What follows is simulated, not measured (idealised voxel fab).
process module | voxel released beams
cross-section cut | 275 nm wide | cells 5 nm
A cross-section is a grid of square cells, given in bands from the top down. A band is one or more rows of cells.
Each band's line starts with the height of the band's top and of its bottom, in nm. Then come its materials from left to right, each with its width in nm. One material with "throughout" fills the band from edge to edge. "air" is empty space.
Height 0 is the level under which the wafer as received is all one material. The lowest band goes on downwards, as in "0 down".
A width such as "30 to 40" changes by the same amount from each row of cells to the next, from the band's top row to its bottom row.
"no change" after a step means that no cell of the cross-section changed.
closed voids: empty space of 8 cells or more with no open way to the top, each as width x height at its distance from the left edge, in nm
after a step's settings: what the simulator itself notes on the step
overlay nm, on a step with a mask: how far to the right of its planned place the mask lay; to the left if negative
plan
1 op RECEIVE | material Si
2 op CONFORMAL_DEP | material SiN | thk nm 10
3 op DIRECTIONAL_DEP | material SiO2 | thk nm 20
4 op DIRECTIONAL_DEP | material aC | thk nm 15
5 op PATTERN | tone open | mask id ANCHOR | material resist | width nm 30 | thk nm 35 | overlay nm 0
6 op DIRECTIONAL_ETCH | etch materials aC | depth nm 15
7 op STRIP | etch materials resist
8 op DIRECTIONAL_ETCH | etch materials SiO2 | depth nm 20
9 op STRIP | etch materials aC
10 op CONFORMAL_DEP | material TiN | thk nm 10
11 op PATTERN | tone cover | mask id BEAM | material resist | width nm 75 | thk nm 15 | overlay nm 0
12 op DIRECTIONAL_ETCH | etch materials TiN | depth nm 10
13 op STRIP | etch materials resist
14 op STRIP | etch materials SiO2
first wafer, as planned
as received, after step 1
  0 down: Si throughout
  closed voids: none
after step 2
  10 to 0: SiN throughout
  below 0: unchanged
after step 3
  30 to 10: SiO2 throughout
  below 10: unchanged
after step 4
  45 to 30: aC throughout
  below 30: unchanged
after step 5
  80 to 45: resist 100 | air 30 | resist 145
  below 45: unchanged
after step 6
  65 to 45: resist 100 | air 30 | resist 145
  45 to 30: aC 100 | air 30 | aC 145
  below 30: unchanged
after step 7
  45 to 30: aC 100 | air 30 | aC 145
  below 30: unchanged
after step 8
  45 to 30: aC 100 | air 30 | aC 145
  30 to 10: SiO2 100 | air 30 | SiO2 145
  below 10: unchanged
after step 9
  30 to 10: SiO2 100 | air 30 | SiO2 145
  below 10: unchanged
after step 10
  40 to 30: TiN 110 | air 10 | TiN 155
  30 to 20: SiO2 100 | TiN 10 | air 10 | TiN 10 | SiO2 145
  20 to 10: SiO2 100 | TiN 30 | SiO2 145
  below 10: unchanged
after step 11
  55 to 40: air 95 | resist 75 | air 105
  40 to 30: TiN 110 | resist 10 | TiN 155
  30 to 20: SiO2 100 | TiN 10 | resist 10 | TiN 10 | SiO2 145
  below 20: unchanged
after step 12
  55 to 40: air 95 | resist 75 | air 105
  40 to 30: air 95 | TiN 15 | resist 10 | TiN 50 | air 105
  below 30: unchanged
after step 13
  40 to 30: air 95 | TiN 15 | air 10 | TiN 50 | air 105
  30 to 20: SiO2 100 | TiN 10 | air 10 | TiN 10 | SiO2 145
  below 20: unchanged
after step 14
  40 to 30: air 95 | TiN 15 | air 10 | TiN 50 | air 105
  30 to 20: air 100 | TiN 10 | air 10 | TiN 10 | air 145
  20 to 10: air 100 | TiN 30 | air 145
  below 10: unchanged
second wafer: like start, like plan, one mistake. Through step 1 it matches the first wafer
when step 2 should have ended
  20 to 0: SiO2 throughout
  below 0: unchanged
when step 3 should have ended
  30 to 20: SiN throughout
  below 20: unchanged
when step 4 should have ended
  45 to 30: aC throughout
  below 30: unchanged
when step 5 should have ended
  80 to 45: resist 100 | air 30 | resist 145
  below 45: unchanged
when step 6 should have ended
  65 to 45: resist 100 | air 30 | resist 145
  45 to 30: aC 100 | air 30 | aC 145
  below 30: unchanged
when step 7 should have ended
  45 to 30: aC 100 | air 30 | aC 145
  below 30: unchanged
when step 8 should have ended: no change
when step 9 should have ended
  30 to 20: SiN throughout
  below 20: unchanged
when step 10 should have ended
  40 to 30: TiN throughout
  below 30: unchanged
when step 11 should have ended
  55 to 40: air 95 | resist 75 | air 105
  below 40: unchanged
when step 12 should have ended
  55 to 40: air 95 | resist 75 | air 105
  40 to 30: air 95 | TiN 75 | air 105
  below 30: unchanged
when step 13 should have ended
  40 to 30: air 95 | TiN 75 | air 105
  below 30: unchanged
when step 14 should have ended: no change
what went wrong: steps 2 and 3 were swapped
at the end the second wafer has, in cells: 220 more of SiO2 | 16 fewer of TiN
